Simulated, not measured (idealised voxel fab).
Process module name: voxel self aligned vias
Cross-section cut spans 200 nm and uses square cells 5 nm in size.
A cross-section in this document is a grid of square cells, and it is written down as bands, the top band listed before the ones below it; a band is made up of one or more rows of cells. For a band, the entry starts with two heights in nm, that of the top and then that of the bottom, and carries on with the band's materials in order from left to right, each alongside its width in nm; the word "everywhere" beside a single material means it fills the band edge to edge, and "empty" means empty space. Heights are expressed relative to 0, this being the level below which the as-received wafer comprises one material exclusively. The lowest band is unbounded in the downward direction and is denoted as in "0 and below". Width "30 to 40": first value at the band's top row of cells, second value at its bottom row, equal change from row to row. "left unchanged", as given for a step, is the statement that not any cell of the cross-section underwent a change during that step. The entry "Sealed void inventory" lists the empty spaces that cover at least 8 cells and have no open path to the top. Each is written as width x height at distance, where the distance is measured from the left edge and all three values are in nm. It should be noted that, on the line of a given step, the content following the step's settings is a remark produced by the simulator itself with respect to that step. On any step carrying a mask, the "overlay nm" setting, if present on the step's line, tells how far right of its planned place the mask lay; negative values point to the left.
-- Planned step list for the process
1: RECEIVE (material Si)
2: CONFORMAL_DEP (material SiO2; thk nm 15)
3: CONFORMAL_DEP (material SiCN; thk nm 5)
4: DIRECTIONAL_DEP (material SiO2; thk nm 20)
5: DIRECTIONAL_DEP (material aC; thk nm 10)
6: PATTERN (tone open; mask id LINES; material resist; width nm 20; pitch nm 65; thk nm 25; overlay nm 0)
7: DIRECTIONAL_ETCH (etch materials aC; depth nm 10)
8: STRIP (etch materials resist)
9: DIRECTIONAL_ETCH (etch materials SiO2; depth nm 20)
10: STRIP (etch materials aC)
11: CONFORMAL_DEP (material TiN; thk nm 5)
12: FILL_DEP (material Ru; thk nm 5)
13: CMP (height nm 40)
14: SELECTIVE_ETCH (etch materials W Ru TiN; depth nm 10)
15: FILL_DEP (material SiN; thk nm 5)
16: CMP (height nm 40)
17: DIRECTIONAL_DEP (material SiO2; thk nm 20)
18: PATTERN (tone open; mask id VIAS; material resist; width nm 40; pitch nm 65; thk nm 20; overlay nm 0)
19: DIRECTIONAL_ETCH (etch materials SiO2; depth nm 20)
20: DIRECTIONAL_ETCH (etch materials SiN; depth nm 10)
21: STRIP (etch materials resist)
22: CONFORMAL_DEP (material TiN; thk nm 5)
23: FILL_DEP (material W; thk nm 10)
24: CMP (height nm 60)
25: CONFORMAL_DEP (material SiN; thk nm 5)
-- Received-state cross-section, reflecting completion of step 1
  0 and below | Si everywhere
  Sealed void inventory: none
-- The cross-section shown corresponds to the wafer at the conclusion of the module. The initial structure and the process plan are those presented above; however, one mistake occurred in executing the plan
  80 down to 75 | SiN everywhere
  75 down to 65 | W everywhere
  65 down to 60 | 50 nm TiN, then 30 nm W, then 35 nm TiN, then 30 nm W, then 55 nm TiN
  60 down to 45 | 45 nm SiO2, then 5 nm TiN, then 30 nm W, then 5 nm TiN, then 25 nm SiO2, then 5 nm TiN, then 30 nm W, then 5 nm TiN, then 50 nm SiO2
  45 down to 35 | 45 to 55 nm SiO2, then 15 to 5 nm TiN, then 10 nm W, then 15 to 5 nm TiN, then 25 to 45 nm SiO2, then 15 to 5 nm TiN, then 10 nm W, then 15 to 5 nm TiN, then 50 to 60 nm SiO2
  35 down to 30 | 55 nm SiO2, then 20 nm TiN, then 45 nm SiO2, then 20 nm TiN, then 60 nm SiO2
  30 down to 25 | 55 nm SiO2, then 5 nm TiN, then 10 nm Ru, then 5 nm TiN, then 45 nm SiO2, then 5 nm TiN, then 10 nm Ru, then 5 nm TiN, then 60 nm SiO2
  25 down to 20 | 55 nm SiO2, then 20 nm TiN, then 45 nm SiO2, then 20 nm TiN, then 60 nm SiO2
  20 down to 15 | SiCN everywhere
  15 down to 0 | SiO2 everywhere
  0 and below | Si everywhere
  Sealed void inventory: none
Heads up, the wafer didn't run the way we planned it: skipped: plan step 24 (never run)
